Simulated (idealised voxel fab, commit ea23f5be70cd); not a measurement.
Process module name: voxel double patterning
Section cut is 145 nm wide and gridded with 5 nm square cells.
We lay out every cross-section as a grid of square cells and spell it out in bands from the top down, where one band means one or more rows of cells. Read a band's entry like this: the first values are the height of its top and the height of its bottom in nm, and what follows is the sequence of materials from left to right, each with its width in nm. Note that "empty" is empty space, and that a single material marked "throughout" reaches across the band from edge to edge. Below 0: as-received wafer, all one material; heights counted from there. Lowest band: no bottom, goes on down, written "0..down". The two numbers in a width such as "30 to 40" mark its ends across the band: the first belongs to the top row of cells, the second to the bottom row, and from each row to the next the width moves by the same amount. No cell of the cross-section changed in a step that is given as "stayed the same". "Sealed void inventory": sealed empty spaces, 8 cells or more, no open way to top, listed width x height at distance, with distance from the left edge and width, height and distance in nm. The remark found on a step's line after its settings is issued by the simulator itself and pertains to that step. overlay nm: step with mask; distance mask lay right of planned place; negative value = left of planned place.

**Here's what the planned process steps look like**
1,RECEIVE, material Si
2,CONFORMAL_DEP, material SiO2, thk nm 10
3,DIRECTIONAL_DEP, material W, thk nm 15
4,DIRECTIONAL_DEP, material SiN, thk nm 5
5,DIRECTIONAL_DEP, material aC, thk nm 15
6,PATTERN, tone open, mask id FIRST, material resist, width nm 15, pitch nm 50, thk nm 30, overlay nm -15
7,DIRECTIONAL_ETCH, etch materials aC, depth nm 15
8,STRIP, etch materials resist
9,DIRECTIONAL_ETCH, etch materials SiN, depth nm 5
10,STRIP, etch materials aC
11,DIRECTIONAL_DEP, material aC, thk nm 15
12,PATTERN, tone open, mask id SECOND, material resist, width nm 15, thk nm 30, overlay nm 0
13,DIRECTIONAL_ETCH, etch materials aC, depth nm 15
14,STRIP, etch materials resist
15,DIRECTIONAL_ETCH, etch materials SiN, depth nm 5
16,STRIP, etch materials aC
17,DIRECTIONAL_ETCH, etch materials W, depth nm 15
18,STRIP, etch materials SiN
Split variable: overlay nm, step 6. Plan value = first wafer. Wafers start alike.

**Cross-section of the first of several wafers on receipt, reflecting completion of step 1**
	0..down = Si throughout
	Sealed void inventory: none

**End-of-module cross-section, first of several wafers, after last step 18**
	25..10 = 25 nm W, then 15 nm empty, then 25 nm W, then 25 nm empty, then 55 nm W
	10..0 = SiO2 throughout
	0..down = Si throughout
	Sealed void inventory: none

**Cross-section, last wafer, module completion**
	25..10 = 55 nm W, then 25 nm empty, then 25 nm W, then 15 nm empty, then 25 nm W
	10..0 = SiO2 throughout
	0..down = Si throughout
	Sealed void inventory: none

**End of module, by wafer: material-by-material cell gain (+) or loss (-) since receipt, then closed voids**
overlay nm -15; +58 SiO2; +63 W; Sealed void inventory: none
overlay nm -10; +58 SiO2; +60 W; Sealed void inventory: none
overlay nm -5; +58 SiO2; +60 W; Sealed void inventory: none
overlay nm 0; +58 SiO2; +60 W; Sealed void inventory: none
overlay nm 5; +58 SiO2; +60 W; Sealed void inventory: none
overlay nm 10; +58 SiO2; +60 W; Sealed void inventory: none
overlay nm 15; +58 SiO2; +63 W; Sealed void inventory: none
